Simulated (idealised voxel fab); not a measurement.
process module | voxel wiring stack
cross-section cut | 235 nm wide | cells 5 nm
A cross-section is a grid of square cells, given in bands from the top down. A band is one or more rows of cells.
Each band's line starts with the height of the band's top and of its bottom, in nm. Then come its materials from left to right, each with its width in nm. One material with "throughout" fills the band from edge to edge. "air" is empty space.
Height 0 is the level under which the wafer as received is all one material. The lowest band goes on downwards, as in "0 down".
A width such as "30 to 40" changes by the same amount from each row of cells to the next, from the band's top row to its bottom row.
"no change" after a step means that no cell of the cross-section changed.
closed voids: empty space of 8 cells or more with no open way to the top, each as width x height at its distance from the left edge, in nm
after a step's settings: what the simulator itself notes on the step
overlay nm, on a step with a mask: how far to the right of its planned place the mask lay; to the left if negative
plan
1 op RECEIVE | material Si
2 op CONFORMAL_DEP | material SiO2 | thk nm 10
3 op CONFORMAL_DEP | material SiN | thk nm 5
4 op DIRECTIONAL_DEP | material lowk | thk nm 25
5 op DIRECTIONAL_DEP | material aC | thk nm 15
6 op PATTERN | tone open | mask id METAL_1 | material resist | width nm 25 | pitch nm 45 | thk nm 30 | overlay nm 0
7 op DIRECTIONAL_ETCH | etch materials aC | depth nm 15
8 op STRIP | etch materials resist
9 op DIRECTIONAL_ETCH | etch materials lowk | depth nm 25
10 op DIRECTIONAL_ETCH | etch materials SiN | depth nm 5
11 op STRIP | etch materials aC
12 op CONFORMAL_DEP | material TiN | thk nm 5
13 op FILL_DEP | material Ru | thk nm 10
14 op CMP | height nm 40
15 op CONFORMAL_DEP | material SiCN | thk nm 5
16 op DIRECTIONAL_DEP | material lowk | thk nm 30
17 op PATTERN | tone open | mask id METAL_2_HOLES | material resist | width nm 15 | pitch nm 90 | thk nm 20 | overlay nm 0
18 op DIRECTIONAL_ETCH | etch materials lowk | depth nm 30
19 op STRIP | etch materials resist
20 op PATTERN | tone open | mask id METAL_2 | material resist | width nm 25 | pitch nm 45 | thk nm 15 | overlay nm 0
21 op DIRECTIONAL_ETCH | etch materials lowk | depth nm 15
22 op DIRECTIONAL_ETCH | etch materials SiCN | depth nm 5
23 op STRIP | etch materials resist
24 op CONFORMAL_DEP | material TiN | thk nm 5
25 op FILL_DEP | material Cu | thk nm 10
26 op CMP | height nm 75
27 op CONFORMAL_DEP | material SiCN | thk nm 5
28 op DIRECTIONAL_DEP | material SiO2 | thk nm 30
29 op MASKED_ETCH | tone open | mask id METAL_3 | width nm 25 | pitch nm 45 | etch materials SiO2 | depth nm 15 | overlay nm 0
30 op PATTERN | tone open | mask id METAL_3_HOLES | material resist | width nm 15 | pitch nm 90 | thk nm 20 | overlay nm 0
31 op DIRECTIONAL_ETCH | etch materials SiO2 | depth nm 15
32 op DIRECTIONAL_ETCH | etch materials SiCN | depth nm 5
33 op STRIP | etch materials resist
34 op CONFORMAL_DEP | material TiN | thk nm 5
35 op FILL_DEP | material Ru | thk nm 5
36 op CMP | height nm 110
37 op CONFORMAL_DEP | material SiN | thk nm 5
as received, after step 1
  0 down: Si throughout
  closed voids: none
first wafer at the end, as planned
  115 to 110: SiN throughout
  110 to 100: SiO2 60 | TiN 5 | Ru 15 | TiN 5 | SiO2 20 | TiN 5 | Ru 15 | TiN 5 | SiO2 20 | TiN 5 | Ru 15 | TiN 5 | SiO2 60
  100 to 95: SiO2 60 | TiN 5 | Ru 5 | TiN 15 | SiO2 20 | TiN 25 | SiO2 20 | TiN 5 | Ru 5 | TiN 15 | SiO2 60
  95 to 80: SiO2 60 | TiN 5 | Ru 5 | TiN 5 | SiO2 75 | TiN 5 | Ru 5 | TiN 5 | SiO2 70
  80 to 75: SiCN 60 | TiN 15 | SiCN 75 | TiN 15 | SiCN 70
  75 to 65: lowk 60 | TiN 5 | Cu 15 | TiN 5 | lowk 20 | TiN 5 | Cu 15 | TiN 5 | lowk 20 | TiN 5 | Cu 15 | TiN 5 | lowk 60
  65 to 60: lowk 60 | TiN 5 | Cu 5 | TiN 15 | lowk 20 | TiN 25 | lowk 20 | TiN 5 | Cu 5 | TiN 15 | lowk 60
  60 to 45: lowk 60 | TiN 5 | Cu 5 | TiN 5 | lowk 75 | TiN 5 | Cu 5 | TiN 5 | lowk 70
  45 to 40: SiCN 60 | TiN 15 | SiCN 75 | TiN 15 | SiCN 70
  40 to 15: lowk 60 | TiN 5 | Ru 15 | TiN 5 | lowk 20 | TiN 5 | Ru 15 | TiN 5 | lowk 20 | TiN 5 | Ru 15 | TiN 5 | lowk 60
  15 to 10: SiN 60 | TiN 25 | SiN 20 | TiN 25 | SiN 20 | TiN 25 | SiN 60
  10 to 0: SiO2 throughout
  0 down: Si throughout
  closed voids: none
second wafer at the end: like start, like plan, one mistake
  115 to 110: SiN throughout
  110 to 100: SiO2 60 | TiN 5 | Ru 15 | TiN 5 | SiO2 20 | TiN 5 | Ru 15 | TiN 5 | SiO2 20 | TiN 5 | Ru 15 | TiN 5 | SiO2 60
  100 to 95: SiO2 60 | TiN 5 | Ru 5 | TiN 15 | SiO2 20 | TiN 25 | SiO2 20 | TiN 5 | Ru 5 | TiN 15 | SiO2 60
  95 to 80: SiO2 60 | TiN 5 | Ru 5 | TiN 5 | SiO2 75 | TiN 5 | Ru 5 | TiN 5 | SiO2 70
  80 to 75: SiCN 60 | TiN 15 | SiCN 75 | TiN 15 | SiCN 70
  75 to 65: lowk 60 | TiN 5 | SiN 15 | TiN 5 | lowk 20 | TiN 5 | SiN 15 | TiN 5 | lowk 20 | TiN 5 | SiN 15 | TiN 5 | lowk 60
  65 to 60: lowk 60 | TiN 5 | SiN 5 | TiN 15 | lowk 20 | TiN 25 | lowk 20 | TiN 5 | SiN 5 | TiN 15 | lowk 60
  60 to 45: lowk 60 | TiN 5 | SiN 5 | TiN 5 | lowk 75 | TiN 5 | SiN 5 | TiN 5 | lowk 70
  45 to 40: SiCN 60 | TiN 15 | SiCN 75 | TiN 15 | SiCN 70
  40 to 15: lowk 60 | TiN 5 | Ru 15 | TiN 5 | lowk 20 | TiN 5 | Ru 15 | TiN 5 | lowk 20 | TiN 5 | Ru 15 | TiN 5 | lowk 60
  15 to 10: SiN 60 | TiN 25 | SiN 20 | TiN 25 | SiN 20 | TiN 25 | SiN 60
  10 to 0: SiO2 throughout
  0 down: Si throughout
  closed voids: none
what went wrong: step 25 ran as: op FILL_DEP | material SiN | thk nm 10
at the end the second wafer has, in cells: 26 fewer of Cu | 26 more of SiN
